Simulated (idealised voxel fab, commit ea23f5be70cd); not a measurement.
This section sets out a process module, namely voxel gate over fins.
This is section cut - it's 205 nm across, gridded in 5 nm square cells.
Throughout this document, each cross-section is represented as a grid of square cells and is presented as a sequence of bands enumerated from the top downward, where a band comprises one or more rows of cells.
Per band: top height and bottom height in nm, followed by the left-to-right materials and their widths in nm; "full width" marks a single material spanning edge to edge, "blank" marks empty space.
For the purposes of this specification, 0 denotes the height below which the wafer in its as-received condition is composed wholly of one material, and the lowermost band, lacking a lower limit, extends downward without end, as expressed in "z 0 and below".
Width: "30 to 40" (first number = top row, second number = bottom row, same change from row to row of cells).
"nothing changed" (step): cross-section cells unchanged, all of them.
"Voids, fully enclosed" contains a list of empty spaces, each no smaller than 8 cells and without an open way to the top, written in the form width x height at distance with the distance from the left edge and all three in nm.
Heads up: the bit after the settings on a step's line is the simulator's remark on that step.
If you see "overlay nm" on a step's line and that step has a mask, it's telling you how far right of where it was planned the mask ended up; a negative number means it went left instead.
## Planned process steps
step 1: op RECEIVE | material Si
step 2: op CONFORMAL_DEP | material SiN | thk nm 10
step 3: op PATTERN | tone cover | mask id FINS | material resist | width nm 15 | pitch nm 35 | thk nm 15 | overlay nm 0
step 4: op DIRECTIONAL_ETCH | etch materials SiN | depth nm 10
step 5: op DIRECTIONAL_ETCH | etch materials Si | depth nm 35
step 6: op STRIP | etch materials resist
step 7: op FILL_DEP | material SiO2 | thk nm 10
step 8: op CMP | height nm 10
step 9: op SELECTIVE_ETCH | etch materials SiO2 | depth nm 20
step 10: op STRIP | etch materials SiN
step 11: op CONFORMAL_DEP | material HfO2 | thk nm 5
step 12: op CONFORMAL_DEP | material TiN | thk nm 5
step 13: op FILL_DEP | material W | thk nm 15
step 14: op CMP | height nm 20
step 15: op CONFORMAL_DEP | material SiCN | thk nm 10
## first wafer, as planned
## Delivered wafer in cross-section: state after step 1
  z 0 and below = Si full width
  Voids, fully enclosed: none
## Presented here is a cross-section of the wafer after step 2 has been performed
  z 10 to 0 = SiN full width
  Nothing below the height 0 has changed.
## Presented here is a cross-section of the wafer after step 3 has been performed
  z 25 to 10 = blank 40 nm | resist 15 nm | blank 20 nm | resist 15 nm | blank 20 nm | resist 15 nm | blank 20 nm | resist 15 nm | blank 45 nm
  Nothing below the height 10 has changed.
## Presented here is a cross-section of the wafer after step 4 has been performed
  z 25 to 10 = blank 40 nm | resist 15 nm | blank 20 nm | resist 15 nm | blank 20 nm | resist 15 nm | blank 20 nm | resist 15 nm | blank 45 nm
  z 10 to 0 = blank 40 nm | SiN 15 nm | blank 20 nm | SiN 15 nm | blank 20 nm | SiN 15 nm | blank 20 nm | SiN 15 nm | blank 45 nm
  Nothing below the height 0 has changed.
## Presented here is a cross-section of the wafer after step 5 has been performed
  z 25 to 10 = blank 40 nm | resist 15 nm | blank 20 nm | resist 15 nm | blank 20 nm | resist 15 nm | blank 20 nm | resist 15 nm | blank 45 nm
  z 10 to 0 = blank 40 nm | SiN 15 nm | blank 20 nm | SiN 15 nm | blank 20 nm | SiN 15 nm | blank 20 nm | SiN 15 nm | blank 45 nm
  z 0 to -35 = blank 40 nm | Si 15 nm | blank 20 nm | Si 15 nm | blank 20 nm | Si 15 nm | blank 20 nm | Si 15 nm | blank 45 nm
  Nothing below the height -35 has changed.
## Presented here is a cross-section of the wafer after step 6 has been performed
  z 10 to 0 = blank 40 nm | SiN 15 nm | blank 20 nm | SiN 15 nm | blank 20 nm | SiN 15 nm | blank 20 nm | SiN 15 nm | blank 45 nm
  Nothing below the height 0 has changed.
## Presented here is a cross-section of the wafer after step 7 has been performed
  z 20 to 10 = SiO2 full width
  z 10 to 0 = SiO2 40 nm | SiN 15 nm | SiO2 20 nm | SiN 15 nm | SiO2 20 nm | SiN 15 nm | SiO2 20 nm | SiN 15 nm | SiO2 45 nm
  z 0 to -35 = SiO2 40 nm | Si 15 nm | SiO2 20 nm | Si 15 nm | SiO2 20 nm | Si 15 nm | SiO2 20 nm | Si 15 nm | SiO2 45 nm
  Nothing below the height -35 has changed.
## Presented here is a cross-section of the wafer after step 8 has been performed
  z 10 to 0 = SiO2 40 nm | SiN 15 nm | SiO2 20 nm | SiN 15 nm | SiO2 20 nm | SiN 15 nm | SiO2 20 nm | SiN 15 nm | SiO2 45 nm
  Nothing below the height 0 has changed.
## Presented here is a cross-section of the wafer after step 9 has been performed
  z 10 to 0 = blank 40 nm | SiN 15 nm | blank 20 nm | SiN 15 nm | blank 20 nm | SiN 15 nm | blank 20 nm | SiN 15 nm | blank 45 nm
  z 0 to -10 = blank 40 nm | Si 15 nm | blank 20 nm | Si 15 nm | blank 20 nm | Si 15 nm | blank 20 nm | Si 15 nm | blank 45 nm
  Nothing below the height -10 has changed.
## Presented here is a cross-section of the wafer after step 10 has been performed
  z 0 to -10 = blank 40 nm | Si 15 nm | blank 20 nm | Si 15 nm | blank 20 nm | Si 15 nm | blank 20 nm | Si 15 nm | blank 45 nm
  Nothing below the height -10 has changed.
## Presented here is a cross-section of the wafer after step 11 has been performed
  z 5 to 0 = blank 35 nm | HfO2 25 nm | blank 10 nm | HfO2 25 nm | blank 10 nm | HfO2 25 nm | blank 10 nm | HfO2 25 nm | blank 40 nm
  z 0 to -5 = blank 35 nm | HfO2 5 nm | Si 15 nm | HfO2 5 nm | blank 10 nm | HfO2 5 nm | Si 15 nm | HfO2 5 nm | blank 10 nm | HfO2 5 nm | Si 15 nm | HfO2 5 nm | blank 10 nm | HfO2 5 nm | Si 15 nm | HfO2 5 nm | blank 40 nm
  z -5 to -10 = HfO2 40 nm | Si 15 nm | HfO2 20 nm | Si 15 nm | HfO2 20 nm | Si 15 nm | HfO2 20 nm | Si 15 nm | HfO2 45 nm
  Nothing below the height -10 has changed.
## Presented here is a cross-section of the wafer after step 12 has been performed
  z 10 to 5 = blank 30 nm | TiN 140 nm | blank 35 nm
  z 5 to 0 = blank 30 nm | TiN 5 nm | HfO2 25 nm | TiN 10 nm | HfO2 25 nm | TiN 10 nm | HfO2 25 nm | TiN 10 nm | HfO2 25 nm | TiN 5 nm | blank 35 nm
  z 0 to -5 = TiN 35 nm | HfO2 5 nm | Si 15 nm | HfO2 5 nm | TiN 10 nm | HfO2 5 nm | Si 15 nm | HfO2 5 nm | TiN 10 nm | HfO2 5 nm | Si 15 nm | HfO2 5 nm | TiN 10 nm | HfO2 5 nm | Si 15 nm | HfO2 5 nm | TiN 40 nm
  Nothing below the height -5 has changed.
## Presented here is a cross-section of the wafer after step 13 has been performed
  z 25 to 10 = W full width
  z 10 to 5 = W 30 nm | TiN 140 nm | W 35 nm
  z 5 to 0 = W 30 nm | TiN 5 nm | HfO2 25 nm | TiN 10 nm | HfO2 25 nm | TiN 10 nm | HfO2 25 nm | TiN 10 nm | HfO2 25 nm | TiN 5 nm | W 35 nm
  Nothing below the height 0 has changed.
## Presented here is a cross-section of the wafer after step 14 has been performed
  z 20 to 10 = W full width
  Nothing below the height 10 has changed.
## Presented here is a cross-section of the wafer after step 15 has been performed
  z 30 to 20 = SiCN full width
  Nothing below the height 20 has changed.
## The second wafer was prepared from the same starting point and under the same plan as the first; its processing contained one mistake, and it remains indistinguishable from the first wafer up to and including step 2
## Cross-sectional representation of the second wafer at the time designated in the plan for the completion of step 3
  z 25 to 10 = blank 45 nm | resist 15 nm | blank 20 nm | resist 15 nm | blank 20 nm | resist 15 nm | blank 20 nm | resist 15 nm | blank 40 nm
  Nothing below the height 10 has changed.
## Cross-sectional representation of the second wafer at the time designated in the plan for the completion of step 4
  z 25 to 10 = blank 45 nm | resist 15 nm | blank 20 nm | resist 15 nm | blank 20 nm | resist 15 nm | blank 20 nm | resist 15 nm | blank 40 nm
  z 10 to 0 = blank 45 nm | SiN 15 nm | blank 20 nm | SiN 15 nm | blank 20 nm | SiN 15 nm | blank 20 nm | SiN 15 nm | blank 40 nm
  Nothing below the height 0 has changed.
## Cross-sectional representation of the second wafer at the time designated in the plan for the completion of step 5
  z 25 to 10 = blank 45 nm | resist 15 nm | blank 20 nm | resist 15 nm | blank 20 nm | resist 15 nm | blank 20 nm | resist 15 nm | blank 40 nm
  z 10 to 0 = blank 45 nm | SiN 15 nm | blank 20 nm | SiN 15 nm | blank 20 nm | SiN 15 nm | blank 20 nm | SiN 15 nm | blank 40 nm
  z 0 to -35 = blank 45 nm | Si 15 nm | blank 20 nm | Si 15 nm | blank 20 nm | Si 15 nm | blank 20 nm | Si 15 nm | blank 40 nm
  Nothing below the height -35 has changed.
## Cross-sectional representation of the second wafer at the time designated in the plan for the completion of step 6
  z 10 to 0 = blank 45 nm | SiN 15 nm | blank 20 nm | SiN 15 nm | blank 20 nm | SiN 15 nm | blank 20 nm | SiN 15 nm | blank 40 nm
  Nothing below the height 0 has changed.
## Cross-sectional representation of the second wafer at the time designated in the plan for the completion of step 7
  z 20 to 10 = SiO2 full width
  z 10 to 0 = SiO2 45 nm | SiN 15 nm | SiO2 20 nm | SiN 15 nm | SiO2 20 nm | SiN 15 nm | SiO2 20 nm | SiN 15 nm | SiO2 40 nm
  z 0 to -35 = SiO2 45 nm | Si 15 nm | SiO2 20 nm | Si 15 nm | SiO2 20 nm | Si 15 nm | SiO2 20 nm | Si 15 nm | SiO2 40 nm
  Nothing below the height -35 has changed.
## Cross-sectional representation of the second wafer at the time designated in the plan for the completion of step 8
  z 10 to 0 = SiO2 45 nm | SiN 15 nm | SiO2 20 nm | SiN 15 nm | SiO2 20 nm | SiN 15 nm | SiO2 20 nm | SiN 15 nm | SiO2 40 nm
  Nothing below the height 0 has changed.
## Cross-sectional representation of the second wafer at the time designated in the plan for the completion of step 9
  z 10 to 0 = blank 45 nm | SiN 15 nm | blank 20 nm | SiN 15 nm | blank 20 nm | SiN 15 nm | blank 20 nm | SiN 15 nm | blank 40 nm
  z 0 to -10 = blank 45 nm | Si 15 nm | blank 20 nm | Si 15 nm | blank 20 nm | Si 15 nm | blank 20 nm | Si 15 nm | blank 40 nm
  Nothing below the height -10 has changed.
## Cross-sectional representation of the second wafer at the time designated in the plan for the completion of step 10
  z 0 to -10 = blank 45 nm | Si 15 nm | blank 20 nm | Si 15 nm | blank 20 nm | Si 15 nm | blank 20 nm | Si 15 nm | blank 40 nm
  Nothing below the height -10 has changed.
## Cross-sectional representation of the second wafer at the time designated in the plan for the completion of step 11
  z 5 to 0 = blank 40 nm | HfO2 25 nm | blank 10 nm | HfO2 25 nm | blank 10 nm | HfO2 25 nm | blank 10 nm | HfO2 25 nm | blank 35 nm
  z 0 to -5 = blank 40 nm | HfO2 5 nm | Si 15 nm | HfO2 5 nm | blank 10 nm | HfO2 5 nm | Si 15 nm | HfO2 5 nm | blank 10 nm | HfO2 5 nm | Si 15 nm | HfO2 5 nm | blank 10 nm | HfO2 5 nm | Si 15 nm | HfO2 5 nm | blank 35 nm
  z -5 to -10 = HfO2 45 nm | Si 15 nm | HfO2 20 nm | Si 15 nm | HfO2 20 nm | Si 15 nm | HfO2 20 nm | Si 15 nm | HfO2 40 nm
  Nothing below the height -10 has changed.
## Cross-sectional representation of the second wafer at the time designated in the plan for the completion of step 12
  z 10 to 5 = blank 35 nm | TiN 140 nm | blank 30 nm
  z 5 to 0 = blank 35 nm | TiN 5 nm | HfO2 25 nm | TiN 10 nm | HfO2 25 nm | TiN 10 nm | HfO2 25 nm | TiN 10 nm | HfO2 25 nm | TiN 5 nm | blank 30 nm
  z 0 to -5 = TiN 40 nm | HfO2 5 nm | Si 15 nm | HfO2 5 nm | TiN 10 nm | HfO2 5 nm | Si 15 nm | HfO2 5 nm | TiN 10 nm | HfO2 5 nm | Si 15 nm | HfO2 5 nm | TiN 10 nm | HfO2 5 nm | Si 15 nm | HfO2 5 nm | TiN 35 nm
  Nothing below the height -5 has changed.
## Cross-sectional representation of the second wafer at the time designated in the plan for the completion of step 13
  z 25 to 10 = W full width
  z 10 to 5 = W 35 nm | TiN 140 nm | W 30 nm
  z 5 to 0 = W 35 nm | TiN 5 nm | HfO2 25 nm | TiN 10 nm | HfO2 25 nm | TiN 10 nm | HfO2 25 nm | TiN 10 nm | HfO2 25 nm | TiN 5 nm | W 30 nm
  Nothing below the height 0 has changed.
## Cross-sectional representation of the second wafer at the time designated in the plan for the completion of step 14
  z 20 to 10 = W full width
  Nothing below the height 10 has changed.
## Cross-sectional representation of the second wafer at the time designated in the plan for the completion of step 15
  z 30 to 20 = SiCN full width
  Nothing below the height 20 has changed.
Heads up, the wafer didn't run the way we planned it: contrary to plan, step 3 was performed as op PATTERN | tone cover | mask id FINS | material resist | width nm 15 | pitch nm 35 | thk nm 15 | overlay nm 5
Final wafers compared: equal cell tally per material, rearranged layout.
